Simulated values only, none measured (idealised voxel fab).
Process module in this document: voxel tone inversion
The figure presents cross-section cut, which has a width of 170 nm and is divided into square cells with an edge length of 5 nm.
Format of a cross-section: grid, square cells. Given as bands. Order: top down. Band: one or more rows of cells. A band entry consists of two parts. The first gives the height of the band's top and the height of its bottom, in nm. The rest lists the band's materials from left to right, each with its width in nm. A single material labelled with the word "all across" fills the band from edge to edge, and the word "empty" marks empty space. Convention: height 0 is the level below which the wafer, as received, is all one material. The lowest band does not terminate at the bottom but continues downward, represented as "z 0 and below". The expression "30..40" gives the width at the extremes of the band, the first number at its top row of cells and the second at its bottom row, with the width changing by equal amounts from each row to the next in between. Reading "no change occurred" for a step: not a cell of the cross-section changed in it. "Catalogued sealed voids": sealed empty spaces, 8 cells or more, no open way to top, listed width x height at distance, with distance from the left edge and width, height and distance in nm. It should be noted that, on the line of a given step, the content following the step's settings is a remark produced by the simulator itself with respect to that step. You can add "overlay nm" to a step's line. For a step with a mask, it describes how far the mask lay to the right of its planned position, and a negative number describes a lay to the left.
-- Set out below are the planned steps of the process
step 1: RECEIVE,material Si
step 2: CONFORMAL_DEP,material SiN,thk nm 10
step 3: DIRECTIONAL_DEP,material polySi,thk nm 20
step 4: PATTERN,tone cover,mask id POSTS,material resist,width nm 15,pitch nm 45,thk nm 25,overlay nm 0
step 5: DIRECTIONAL_ETCH,etch materials polySi,depth nm 20
step 6: STRIP,etch materials resist
step 7: FILL_DEP,material lowk,thk nm 10
step 8: CMP,height nm 30
step 9: STRIP,etch materials polySi
step 10: CONFORMAL_DEP,material TiN,thk nm 5
step 11: FILL_DEP,material Cu,thk nm 10
step 12: CMP,height nm 30
step 13: CONFORMAL_DEP,material SiCN,thk nm 5
-- On the first of the two wafers: run conducted according to plan
-- So this is the incoming wafer in cross-section - it's already been through step 1
- z 0 and below  Si all across
- Catalogued sealed voids: none
-- after step 2
- z 10 to 0  SiN all across
- Below 0 it's all the same as before, nothing changed down there.
-- after step 3
- z 30 to 10  polySi all across
- Below 10 it's all the same as before, nothing changed down there.
-- after step 4
- z 55 to 30  30 nm empty  15 nm resist  30 nm empty  15 nm resist  30 nm empty  15 nm resist  35 nm empty
- Below 30 it's all the same as before, nothing changed down there.
-- after step 5
- z 55 to 30  30 nm empty  15 nm resist  30 nm empty  15 nm resist  30 nm empty  15 nm resist  35 nm empty
- z 30 to 10  30 nm empty  15 nm polySi  30 nm empty  15 nm polySi  30 nm empty  15 nm polySi  35 nm empty
- Below 10 it's all the same as before, nothing changed down there.
-- after step 6
- z 30 to 10  30 nm empty  15 nm polySi  30 nm empty  15 nm polySi  30 nm empty  15 nm polySi  35 nm empty
- Below 10 it's all the same as before, nothing changed down there.
-- after step 7
- z 40 to 30  lowk all across
- z 30 to 10  30 nm lowk  15 nm polySi  30 nm lowk  15 nm polySi  30 nm lowk  15 nm polySi  35 nm lowk
- Below 10 it's all the same as before, nothing changed down there.
-- after step 8
- z 30 to 10  30 nm lowk  15 nm polySi  30 nm lowk  15 nm polySi  30 nm lowk  15 nm polySi  35 nm lowk
- Below 10 it's all the same as before, nothing changed down there.
-- after step 9
- z 30 to 10  30 nm lowk  15 nm empty  30 nm lowk  15 nm empty  30 nm lowk  15 nm empty  35 nm lowk
- Below 10 it's all the same as before, nothing changed down there.
-- after step 10
- z 35 to 30  35 nm TiN  5 nm empty  40 nm TiN  5 nm empty  40 nm TiN  5 nm empty  40 nm TiN
- z 30 to 15  30 nm lowk  5 nm TiN  5 nm empty  5 nm TiN  30 nm lowk  5 nm TiN  5 nm empty  5 nm TiN  30 nm lowk  5 nm TiN  5 nm empty  5 nm TiN  35 nm lowk
- z 15 to 10  30 nm lowk  15 nm TiN  30 nm lowk  15 nm TiN  30 nm lowk  15 nm TiN  35 nm lowk
- Below 10 it's all the same as before, nothing changed down there.
-- after step 11
- z 45 to 35  Cu all across
- z 35 to 30  35 nm TiN  5 nm Cu  40 nm TiN  5 nm Cu  40 nm TiN  5 nm Cu  40 nm TiN
- z 30 to 15  30 nm lowk  5 nm TiN  5 nm Cu  5 nm TiN  30 nm lowk  5 nm TiN  5 nm Cu  5 nm TiN  30 nm lowk  5 nm TiN  5 nm Cu  5 nm TiN  35 nm lowk
- Below 15 it's all the same as before, nothing changed down there.
-- after step 12
- z 30 to 15  30 nm lowk  5 nm TiN  5 nm Cu  5 nm TiN  30 nm lowk  5 nm TiN  5 nm Cu  5 nm TiN  30 nm lowk  5 nm TiN  5 nm Cu  5 nm TiN  35 nm lowk
- Below 15 it's all the same as before, nothing changed down there.
-- after step 13
- z 35 to 30  SiCN all across
- Below 30 it's all the same as before, nothing changed down there.
-- Okay, second wafer. Nothing different at the start, nothing different in the plan, just one mistake somewhere in the running. As far as step 3, counting that step, it's the first wafer all over again
-- Second wafer, sectioned view, at step 4's planned end time
- z 55 to 30  25 nm empty  25 nm resist  20 nm empty  25 nm resist  20 nm empty  25 nm resist  30 nm empty
- Below 30 it's all the same as before, nothing changed down there.
-- Second wafer, sectioned view, at step 5's planned end time
- z 55 to 30  25 nm empty  25 nm resist  20 nm empty  25 nm resist  20 nm empty  25 nm resist  30 nm empty
- z 30 to 10  25 nm empty  25 nm polySi  20 nm empty  25 nm polySi  20 nm empty  25 nm polySi  30 nm empty
- Below 10 it's all the same as before, nothing changed down there.
-- Second wafer, sectioned view, at step 6's planned end time
- z 30 to 10  25 nm empty  25 nm polySi  20 nm empty  25 nm polySi  20 nm empty  25 nm polySi  30 nm empty
- Below 10 it's all the same as before, nothing changed down there.
-- Second wafer, sectioned view, at step 7's planned end time
- z 40 to 30  lowk all across
- z 30 to 10  25 nm lowk  25 nm polySi  20 nm lowk  25 nm polySi  20 nm lowk  25 nm polySi  30 nm lowk
- Below 10 it's all the same as before, nothing changed down there.
-- Second wafer, sectioned view, at step 8's planned end time
- z 30 to 10  25 nm lowk  25 nm polySi  20 nm lowk  25 nm polySi  20 nm lowk  25 nm polySi  30 nm lowk
- Below 10 it's all the same as before, nothing changed down there.
-- Second wafer, sectioned view, at step 9's planned end time
- z 30 to 10  25 nm lowk  25 nm empty  20 nm lowk  25 nm empty  20 nm lowk  25 nm empty  30 nm lowk
- Below 10 it's all the same as before, nothing changed down there.
-- Second wafer, sectioned view, at step 10's planned end time
- z 35 to 30  30 nm TiN  15 nm empty  30 nm TiN  15 nm empty  30 nm TiN  15 nm empty  35 nm TiN
- z 30 to 15  25 nm lowk  5 nm TiN  15 nm empty  5 nm TiN  20 nm lowk  5 nm TiN  15 nm empty  5 nm TiN  20 nm lowk  5 nm TiN  15 nm empty  5 nm TiN  30 nm lowk
- z 15 to 10  25 nm lowk  25 nm TiN  20 nm lowk  25 nm TiN  20 nm lowk  25 nm TiN  30 nm lowk
- Below 10 it's all the same as before, nothing changed down there.
-- Second wafer, sectioned view, at step 11's planned end time
- z 45 to 35  Cu all across
- z 35 to 30  30 nm TiN  15 nm Cu  30 nm TiN  15 nm Cu  30 nm TiN  15 nm Cu  35 nm TiN
- z 30 to 15  25 nm lowk  5 nm TiN  15 nm Cu  5 nm TiN  20 nm lowk  5 nm TiN  15 nm Cu  5 nm TiN  20 nm lowk  5 nm TiN  15 nm Cu  5 nm TiN  30 nm lowk
- Below 15 it's all the same as before, nothing changed down there.
-- Second wafer, sectioned view, at step 12's planned end time
- z 30 to 15  25 nm lowk  5 nm TiN  15 nm Cu  5 nm TiN  20 nm lowk  5 nm TiN  15 nm Cu  5 nm TiN  20 nm lowk  5 nm TiN  15 nm Cu  5 nm TiN  30 nm lowk
- Below 15 it's all the same as before, nothing changed down there.
-- Second wafer, sectioned view, at step 13's planned end time
- z 35 to 30  SiCN all across
- Below 30 it's all the same as before, nothing changed down there.
Where did the run depart from the plan? off-plan run, step 4, actual operation and settings PATTERN,tone cover,mask id POSTS,material resist,width nm 25,pitch nm 45,thk nm 25,overlay nm 0
Final comparison by cell count, materials where the second wafer has more or fewer than the first: Cu +18; TiN +6; lowk -24
